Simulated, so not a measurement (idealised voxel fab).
process module | voxel transistor to metal
cross-section cut | 285 nm wide | cells 5 nm
A cross-section is a grid of square cells, given in bands from the top down. A band is one or more rows of cells.
Each band's line starts with the height of the band's top and of its bottom, in nm. Then come its materials from left to right, each with its width in nm. One material with "throughout" fills the band from edge to edge. "air" is empty space.
Height 0 is the level under which the wafer as received is all one material. The lowest band goes on downwards, as in "0 down".
A width such as "30 to 40" changes by the same amount from each row of cells to the next, from the band's top row to its bottom row.
"no change" after a step means that no cell of the cross-section changed.
closed voids: empty space of 8 cells or more with no open way to the top, each as width x height at its distance from the left edge, in nm
after a step's settings: what the simulator itself notes on the step
overlay nm, on a step with a mask: how far to the right of its planned place the mask lay; to the left if negative
plan
1 op RECEIVE | material Si
2 op OXIDIZE | depth nm 5
3 op CONFORMAL_DEP | material SiN | thk nm 10
4 op DIRECTIONAL_DEP | material aC | thk nm 10
5 op PATTERN | tone cover | mask id ACTIVE | material resist | width nm 115 | pitch nm 135 | thk nm 30 | overlay nm 0
6 op DIRECTIONAL_ETCH | etch materials aC | depth nm 10
7 op STRIP | etch materials resist
8 op DIRECTIONAL_ETCH | etch materials SiN | depth nm 10
9 op DIRECTIONAL_ETCH | etch materials SiO2 | depth nm 5
10 op DIRECTIONAL_ETCH | etch materials Si | depth nm 35
11 op STRIP | etch materials aC
12 op OXIDIZE | depth nm 5
13 op FILL_DEP | material SiO2 | thk nm 10
14 op CMP | height nm 10
15 op SELECTIVE_ETCH | etch materials SiO2 | depth nm 5
16 op STRIP | etch materials SiN
17 op SELECTIVE_ETCH | etch materials SiO2 | depth nm 5
18 op OXIDIZE | depth nm 5
19 op DIRECTIONAL_DEP | material polySi | thk nm 20
20 op DIRECTIONAL_DEP | material SiCN | thk nm 10
21 op MASKED_ETCH | tone cover | mask id GATE | width nm 35 | pitch nm 135 | etch materials SiCN | depth nm 20 | overlay nm 0
22 op MASKED_ETCH | tone cover | mask id GATE | width nm 35 | pitch nm 135 | etch materials polySi | depth nm 30 | overlay nm 0
23 op CONFORMAL_DEP | material SiN | thk nm 10
24 op DIRECTIONAL_ETCH | etch materials SiN | depth nm 10
25 op DIRECTIONAL_ETCH | etch materials SiO2 | depth nm 5
26 op EPI | material SiGe | thk nm 5
27 op FILL_DEP | material SiO2 | thk nm 5
28 op CMP | height nm 15
29 op STRIP | etch materials polySi
30 op SELECTIVE_ETCH | etch materials SiO2 | depth nm 5
31 op CONFORMAL_DEP | material HfO2 | thk nm 5
32 op CONFORMAL_DEP | material TiN | thk nm 5
33 op FILL_DEP | material W | thk nm 5
34 op CMP | height nm 10
35 op DIRECTIONAL_DEP | material SiO2 | thk nm 10
36 op DIRECTIONAL_DEP | material aC | thk nm 15
37 op PATTERN | tone open | mask id CONTACT | material resist | width nm 15 | thk nm 30 | overlay nm 0
38 op DIRECTIONAL_ETCH | etch materials aC | depth nm 15
39 op STRIP | etch materials resist
40 op DIRECTIONAL_ETCH | etch materials SiO2 | depth nm 25
41 op STRIP | etch materials aC
42 op CONFORMAL_DEP | material TiN | thk nm 5
43 op FILL_DEP | material W | thk nm 10
44 op CMP | height nm 20
45 op CONFORMAL_DEP | material SiN | thk nm 5
46 op DIRECTIONAL_DEP | material lowk | thk nm 20
47 op PATTERN | tone open | mask id METAL_1 | material resist | width nm 15 | thk nm 15 | overlay nm 0
48 op DIRECTIONAL_ETCH | etch materials lowk | depth nm 20
49 op DIRECTIONAL_ETCH | etch materials SiN | depth nm 5
50 op STRIP | etch materials resist
51 op CONFORMAL_DEP | material TiN | thk nm 5
52 op FILL_DEP | material Cu | thk nm 5
53 op CMP | height nm 45
54 op EPI | material Ru | thk nm 5
55 op FILL_DEP | material SiCN | thk nm 5
as received, after step 1
  0 down: Si throughout
  closed voids: none
first wafer at the end, as planned
  55 to 50: SiCN throughout
  50 to 45: SiCN 20 | Ru 25 | SiCN 55 | Ru 25 | SiCN 30 | Ru 25 | SiCN 55 | Ru 25 | SiCN 25
  45 to 25: lowk 25 | TiN 5 | Cu 5 | TiN 5 | lowk 65 | TiN 5 | Cu 5 | TiN 5 | lowk 40 | TiN 5 | Cu 5 | TiN 5 | lowk 65 | TiN 5 | Cu 5 | TiN 5 | lowk 30
  25 to 20: SiN 25 | TiN 15 | SiN 65 | TiN 15 | SiN 40 | TiN 15 | SiN 65 | TiN 15 | SiN 30
  20 to 10: SiO2 25 | TiN 5 | W 5 | TiN 5 | SiO2 65 | TiN 5 | W 5 | TiN 5 | SiO2 40 | TiN 5 | W 5 | TiN 5 | SiO2 65 | TiN 5 | W 5 | TiN 5 | SiO2 30
  10 to 0: SiO2 25 | TiN 5 | W 5 | TiN 5 | SiO2 5 | SiN 10 | HfO2 5 | TiN 5 | W 15 | TiN 5 | HfO2 5 | SiN 10 | SiO2 5 | TiN 5 | W 5 | TiN 5 | SiO2 40 | TiN 5 | W 5 | TiN 5 | SiO2 5 | SiN 10 | HfO2 5 | TiN 5 | W 15 | TiN 5 | HfO2 5 | SiN 10 | SiO2 5 | TiN 5 | W 5 | TiN 5 | SiO2 30
  0 to -5: SiO2 10 | SiN 10 | SiO2 5 | TiN 15 | SiO2 5 | SiN 10 | HfO2 5 | TiN 25 | HfO2 5 | SiN 10 | SiO2 5 | TiN 15 | SiO2 5 | SiN 10 | SiO2 10 | SiN 10 | SiO2 5 | TiN 15 | SiO2 5 | SiN 10 | HfO2 5 | TiN 25 | HfO2 5 | SiN 10 | SiO2 5 | TiN 15 | SiO2 5 | SiN 10 | SiO2 15
  -5 to -10: SiO2 20 | SiGe 25 | SiO2 5 | HfO2 45 | SiO2 5 | SiGe 25 | SiO2 30 | SiGe 25 | SiO2 5 | HfO2 45 | SiO2 5 | SiGe 25 | SiO2 25
  -10 to -45: SiO2 20 | Si 105 | SiO2 30 | Si 105 | SiO2 25
  -45 down: Si throughout
  closed voids: none
second wafer at the end: like start, like plan, one mistake
  55 to 50: SiCN throughout
  50 to 45: SiCN 20 | Ru 25 | SiCN 55 | Ru 25 | SiCN 30 | Ru 25 | SiCN 55 | Ru 25 | SiCN 25
  45 to 25: lowk 25 | TiN 5 | Cu 5 | TiN 5 | lowk 65 | TiN 5 | Cu 5 | TiN 5 | lowk 40 | TiN 5 | Cu 5 | TiN 5 | lowk 65 | TiN 5 | Cu 5 | TiN 5 | lowk 30
  25 to 20: SiN 25 | TiN 15 | SiN 65 | TiN 15 | SiN 40 | TiN 15 | SiN 65 | TiN 15 | SiN 30
  20 to 10: SiO2 25 | TiN 5 | W 5 | TiN 5 | SiO2 65 | TiN 5 | W 5 | TiN 5 | SiO2 40 | TiN 5 | W 5 | TiN 5 | SiO2 65 | TiN 5 | W 5 | TiN 5 | SiO2 30
  10 to 0: SiO2 25 | TiN 5 | W 5 | TiN 5 | SiO2 5 | SiN 10 | TiN 5 | HfO2 5 | W 15 | HfO2 5 | TiN 5 | SiN 10 | SiO2 5 | TiN 5 | W 5 | TiN 5 | SiO2 40 | TiN 5 | W 5 | TiN 5 | SiO2 5 | SiN 10 | TiN 5 | HfO2 5 | W 15 | HfO2 5 | TiN 5 | SiN 10 | SiO2 5 | TiN 5 | W 5 | TiN 5 | SiO2 30
  0 to -5: SiO2 10 | SiN 10 | SiO2 5 | TiN 15 | SiO2 5 | SiN 10 | TiN 5 | HfO2 25 | TiN 5 | SiN 10 | SiO2 5 | TiN 15 | SiO2 5 | SiN 10 | SiO2 10 | SiN 10 | SiO2 5 | TiN 15 | SiO2 5 | SiN 10 | TiN 5 | HfO2 25 | TiN 5 | SiN 10 | SiO2 5 | TiN 15 | SiO2 5 | SiN 10 | SiO2 15
  -5 to -10: SiO2 20 | SiGe 25 | SiO2 5 | TiN 45 | SiO2 5 | SiGe 25 | SiO2 30 | SiGe 25 | SiO2 5 | TiN 45 | SiO2 5 | SiGe 25 | SiO2 25
  -10 to -45: SiO2 20 | Si 105 | SiO2 30 | Si 105 | SiO2 25
  -45 down: Si throughout
  closed voids: none
what went wrong: steps 31 and 32 were swapped
at the end the second wafer has, in cells: 12 fewer of HfO2 | 12 more of TiN
